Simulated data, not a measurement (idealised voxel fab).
process module | voxel trench capacitor
The cross-section on display is named cut; it measures 250 nm wide, and its cells are 5 nm squares.
Throughout this document, each cross-section is represented as a grid of square cells and is presented as a sequence of bands enumerated from the top downward, where a band comprises one or more rows of cells.
Read a band's entry like this: the first values are the height of its top and the height of its bottom in nm, and what follows is the sequence of materials from left to right, each with its width in nm. Note that "blank" is empty space, and that a single material marked "full width" reaches across the band from edge to edge.
Below 0: as-received wafer, all one material; heights counted from there. Lowest band: no bottom, goes on down, written "0 nm and below".
Width spec "30 to 40" -> top row of cells at first value, bottom row at second value, equal per-row change in between.
"no modifications" after a step means that no cell of the cross-section changed.
The label "Tabulated closed voids" introduces a list of the empty spaces, 8 cells or larger, that have no open way up to the top; each entry in it reads width x height at distance, where the distance is taken from the left edge and all three are stated in nm.
Text after the settings on a step's line: the simulator's own remark on that step.
"overlay nm" denotes, for a step that has a mask, the displacement of the mask to the right of its planned place, with negative values corresponding to the left.

[Planned step list for the process]
- 1: RECEIVE,material Si
- 2: CONFORMAL_DEP,material SiN,thk nm 10
- 3: PATTERN,tone open,mask id TRENCH,material resist,width nm 20,pitch nm 40,thk nm 20,overlay nm 0
- 4: DIRECTIONAL_ETCH,etch materials SiN,depth nm 10
- 5: DIRECTIONAL_ETCH,etch materials Si,depth nm 35
- 6: STRIP,etch materials resist
- 7: CONFORMAL_DEP,material Al2O3,thk nm 5
- 8: FILL_DEP,material polySi,thk nm 5
- 9: CMP,height nm 10

[Wafer cross-section on receipt, i.e. after step 1]
- 0 nm and below = Si full width
- Tabulated closed voids: none

[Cross-sectional view of the first of the two wafers upon completion of the module, processed in accordance with the plan]
- 10 nm to 0 nm = 95 nm SiN, 5 nm Al2O3, 10 nm polySi, 5 nm Al2O3, 20 nm SiN, 5 nm Al2O3, 10 nm polySi, 5 nm Al2O3, 95 nm SiN
- 0 nm to -30 nm = 95 nm Si, 5 nm Al2O3, 10 nm polySi, 5 nm Al2O3, 20 nm Si, 5 nm Al2O3, 10 nm polySi, 5 nm Al2O3, 95 nm Si
- -30 nm to -35 nm = 95 nm Si, 20 nm Al2O3, 20 nm Si, 20 nm Al2O3, 95 nm Si
- -35 nm and below = Si full width
- Tabulated closed voids: none

[Wafer two, sectioned after the module: the first wafer's start, the first wafer's plan, and one mistake in how it was run]
- 10 nm to 0 nm = 85 nm SiN, 5 nm Al2O3, 10 nm polySi, 5 nm Al2O3, 20 nm SiN, 5 nm Al2O3, 10 nm polySi, 5 nm Al2O3, 105 nm SiN
- 0 nm to -30 nm = 85 nm Si, 5 nm Al2O3, 10 nm polySi, 5 nm Al2O3, 20 nm Si, 5 nm Al2O3, 10 nm polySi, 5 nm Al2O3, 105 nm Si
- -30 nm to -35 nm = 85 nm Si, 20 nm Al2O3, 20 nm Si, 20 nm Al2O3, 105 nm Si
- -35 nm and below = Si full width
- Tabulated closed voids: none
Run error: step 3, actual vs plan mismatch, actual run PATTERN,tone open,mask id TRENCH,material resist,width nm 20,pitch nm 40,thk nm 20,overlay nm -10
By the end, you'd get the same cell count for each material on either wafer, but the second wafer puts them somewhere else.
